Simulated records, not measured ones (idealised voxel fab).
The name of this process module is voxel ribs on slabs.
Section shown: cut. Width: 150 nm. Cell size: 5 nm, square.
Cross-section = grid of square cells, listed top down in bands; band = one or more rows.
First you get the band's top height and its bottom height, in nm, and then the materials it's made of, left to right, with each width in nm. If you see a single material with "full width", that one covers the band edge to edge. "empty" is empty space.
Convention: height 0 is the level below which the wafer, as received, is all one material. The lowest band does not terminate at the bottom but continues downward, represented as "top 0, no bottom".
It should be noted that a width expressed as "30->40" varies in equal increments from row to row of cells within the band, taking the value of the first number at the top row and that of the second number at the bottom row.
The designation "no alterations made", where it is given for a processing step, indicates that no cell of the cross-section was altered in the course of that step.
Voids not open to the top, 8 cells minimum: see "Enclosed internal cavities". Written width x height at distance; distance is from the left edge; nm.
The remark found on a step's line after its settings is issued by the simulator itself and pertains to that step.
When a step includes a mask, the "overlay nm" setting on its line states how far to the right of its planned place that mask lay, and negative values state how far to the left.

The steps planned for the process are as follows:
1,RECEIVE: material Si
2,DIRECTIONAL_DEP: material SiO2, thk nm 25
3,DIRECTIONAL_DEP: material polySi, thk nm 15
4,DIRECTIONAL_DEP: material aC, thk nm 10
5,PATTERN: tone cover, mask id RIB, material resist, width nm 15, thk nm 25, overlay nm 0
6,DIRECTIONAL_ETCH: etch materials aC, depth nm 10
7,STRIP: etch materials resist
8,DIRECTIONAL_ETCH: etch materials polySi, depth nm 10
9,STRIP: etch materials aC
10,DIRECTIONAL_DEP: material aC, thk nm 15
11,PATTERN: tone cover, mask id SLAB, material resist, width nm 55, thk nm 35, overlay nm 0
12,DIRECTIONAL_ETCH: etch materials aC, depth nm 15
13,STRIP: etch materials resist
14,DIRECTIONAL_ETCH: etch materials polySi, depth nm 5
15,STRIP: etch materials aC
16,FILL_DEP: material SiO2, thk nm 15
17,CMP: height nm 50
18,DIRECTIONAL_DEP: material TiN, thk nm 10
19,DIRECTIONAL_DEP: material aC, thk nm 15
20,PATTERN: tone cover, mask id HEATER, material resist, width nm 25, thk nm 35, overlay nm 0
21,DIRECTIONAL_ETCH: etch materials aC, depth nm 15
22,STRIP: etch materials resist
23,DIRECTIONAL_ETCH: etch materials TiN, depth nm 10
24,STRIP: etch materials aC
25,CONFORMAL_DEP: material SiN, thk nm 5

Shown in cross-section is the wafer as received, that is, as it stands after step 1:
    top 0, no bottom = Si full width
    Enclosed internal cavities: none

End-of-module XS, first of two wafers, run as planned:
    top 65, bottom 60 = empty: 55; SiN: 35; empty: 60
    top 60, bottom 55 = empty: 55; SiN: 5; TiN: 25; SiN: 5; empty: 60
    top 55, bottom 50 = SiN: 60; TiN: 25; SiN: 65
    top 50, bottom 40 = SiO2 full width
    top 40, bottom 30 = SiO2: 65; polySi: 15; SiO2: 70
    top 30, bottom 25 = SiO2: 45; polySi: 55; SiO2: 50
    top 25, bottom 0 = SiO2 full width
    top 0, no bottom = Si full width
    Enclosed internal cavities: none

Presented here is a cross-section of the second of the two wafers as it stood at the end of the module. It was started in the same manner and assigned the same plan as the first wafer; however, one mistake was made in its execution:
    top 70, bottom 65 = SiN full width
    top 65, bottom 50 = TiN full width
    top 50, bottom 40 = SiO2 full width
    top 40, bottom 30 = SiO2: 65; polySi: 15; SiO2: 70
    top 30, bottom 25 = SiO2: 45; polySi: 55; SiO2: 50
    top 25, bottom 0 = SiO2 full width
    top 0, no bottom = Si full width
    Enclosed internal cavities: none
Against the plan, the run slipped here: step 19 off recipe, ran as DIRECTIONAL_DEP: material TiN, thk nm 15
Final cells, second wafer relative to first, materials higher or lower: -4 SiN | +80 TiN
